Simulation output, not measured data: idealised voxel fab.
The name of this process module is voxel trench capacitor.
The cross-section shown here is cut; it is 160 nm wide and divided into square cells measuring 5 nm on a side.
For the purposes of this document, a cross-section shall be understood as a grid of square cells, specified as bands listed in top-to-bottom order, each band consisting of one or more rows of cells. Quick guide to a band line: top height, bottom height (nm) up front; then every material left to right with its width in nm. Only one material and it's marked "full width"? Then it fills the band edge to edge. And "empty" just means empty space. Beneath 0, the wafer as received is one material, and that level is where height counting begins. The lowest band goes on downward without a bottom; it is written like "0 nm and below". The width entry "30..40" should be interpreted row by row: the top row of cells in the band takes the first number, the bottom row takes the second number, and the change between adjacent rows is uniform throughout. A step reported as "remained the same" is a step in which no cell of the cross-section changed. For the entry "Trapped voids", the listed items are empty spaces with no open way to the top whose size is 8 cells or more; each item follows the pattern width x height at distance, where distance is from the left edge and all three are in nm. Past the settings on a step's line: simulator remark, on that step. The setting "overlay nm" may be written on the line of a step. When the step uses a mask, the value reports how far to the right of the planned place the mask lay, and a negative value reports that it lay to the left.

Process steps foreseen in the plan
1) RECEIVE: material Si
2) CONFORMAL_DEP: material SiN, thk nm 5
3) DIRECTIONAL_DEP: material aC, thk nm 15
4) PATTERN: tone open, mask id TRENCH, material resist, width nm 25, pitch nm 45, thk nm 35, overlay nm -15
5) DIRECTIONAL_ETCH: etch materials aC, depth nm 15
6) STRIP: etch materials resist
7) DIRECTIONAL_ETCH: etch materials SiN, depth nm 5
8) DIRECTIONAL_ETCH: etch materials Si, depth nm 30
9) STRIP: etch materials aC
10) CONFORMAL_DEP: material Al2O3, thk nm 5
11) CONFORMAL_DEP: material TiN, thk nm 5
12) FILL_DEP: material W, thk nm 10
13) CMP: height nm 5
The plan shows the overlay nm of step 4 as the first wafer had it; this setting differs between the wafers, which start out alike.

First of several wafers (as received, post step 1), cross-sectional view
  0 nm and below | Si full width
  Trapped voids: none

Table: wafers, a row each; end-of-module cell change per material since receipt, gain (+), loss (-); then closed voids
overlay nm -15, +34 Al2O3, -60 Si, +22 SiN, +26 TiN, +10 W, Trapped voids: none
overlay nm -10, +34 Al2O3, -60 Si, +22 SiN, +26 TiN, +10 W, Trapped voids: none
overlay nm -5, +34 Al2O3, -60 Si, +22 SiN, +26 TiN, +10 W, Trapped voids: none
overlay nm 0, +34 Al2O3, -60 Si, +22 SiN, +26 TiN, +10 W, Trapped voids: none
overlay nm 5, +34 Al2O3, -60 Si, +22 SiN, +26 TiN, +10 W, Trapped voids: none
overlay nm 10, +34 Al2O3, -60 Si, +22 SiN, +26 TiN, +10 W, Trapped voids: none
overlay nm 15, +34 Al2O3, -60 Si, +22 SiN, +26 TiN, +10 W, Trapped voids: none
